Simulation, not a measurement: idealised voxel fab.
process module | voxel gate over fins
Section cut is 180 nm wide and gridded with 5 nm square cells.
Just so we're on the same page, the cross-sections are grids of square cells, and they're listed out in bands top to bottom, each band one or more rows deep.
Top height, bottom height, nm. Materials left to right, width each, nm. Single material + "throughout" = fills band edge to edge. "empty" = empty.
A quick word on heights: they are counted from 0, and under that level the wafer as it came to us is one material throughout. The lowest band is different from the rest in having no bottom; it simply continues downward, written as in "0 nm and below".
With a width like "30..40", each row of cells in the band differs from the next by the same amount, the top row carrying the first number and the bottom row the second.
Given "stayed the same" for a step, no cell of the cross-section differs between before and after that step.
Basically, "Enclosed void inventory" tells you about the enclosed voids: empty spaces with no open way to the top, 8 cells or bigger, each written width x height at distance, where distance is from the left edge, all in nm.
Read whatever lies past the settings on a step's line as the simulator's own remark about the step.
overlay nm: on a step with a mask, how far right of its planned place the mask lay; negative means left.
-- Listed below are the process steps as planned
- 1: RECEIVE: material Si
- 2: CONFORMAL_DEP: material SiN, thk nm 5
- 3: PATTERN: tone cover, mask id FINS, material resist, width nm 15, pitch nm 35, thk nm 15, overlay nm 0
- 4: DIRECTIONAL_ETCH: etch materials SiN, depth nm 5
- 5: DIRECTIONAL_ETCH: etch materials Si, depth nm 35
- 6: STRIP: etch materials resist
- 7: FILL_DEP: material SiO2, thk nm 5
- 8: CMP: height nm 5
- 9: SELECTIVE_ETCH: etch materials SiO2, depth nm 15
- 10: STRIP: etch materials SiN
- 11: CONFORMAL_DEP: material HfO2, thk nm 5
- 12: CONFORMAL_DEP: material TiN, thk nm 5
- 13: FILL_DEP: material W, thk nm 10
- 14: CMP: height nm 15
- 15: CONFORMAL_DEP: material SiN, thk nm 5
-- Wafer cross-section on receipt, i.e. after step 1
0 nm and below | Si throughout
Enclosed void inventory: none
-- End state of the module in cross-section, given the above starting point and plan and one mistake in execution
20 nm to 15 nm | SiN throughout
15 nm to 10 nm | W throughout
10 nm to 5 nm | W 40 nm / TiN 105 nm / W 35 nm
5 nm to 0 nm | W 40 nm / TiN 5 nm / HfO2 25 nm / TiN 10 nm / HfO2 25 nm / TiN 10 nm / HfO2 25 nm / TiN 5 nm / W 35 nm
0 nm to -5 nm | TiN 45 nm / HfO2 5 nm / Si 15 nm / HfO2 5 nm / TiN 10 nm / HfO2 5 nm / Si 15 nm / HfO2 5 nm / TiN 10 nm / HfO2 5 nm / Si 15 nm / HfO2 5 nm / TiN 40 nm
-5 nm to -10 nm | HfO2 50 nm / Si 15 nm / HfO2 20 nm / Si 15 nm / HfO2 20 nm / Si 15 nm / HfO2 45 nm
-10 nm to -35 nm | SiO2 50 nm / Si 15 nm / SiO2 20 nm / Si 15 nm / SiO2 20 nm / Si 15 nm / SiO2 45 nm
-35 nm and below | Si throughout
Enclosed void inventory: none
Finding, execution versus plan: so step 3 ended up running with a different setting than we planned, it ran as PATTERN: tone cover, mask id FINS, material resist, width nm 15, pitch nm 35, thk nm 15, overlay nm 5
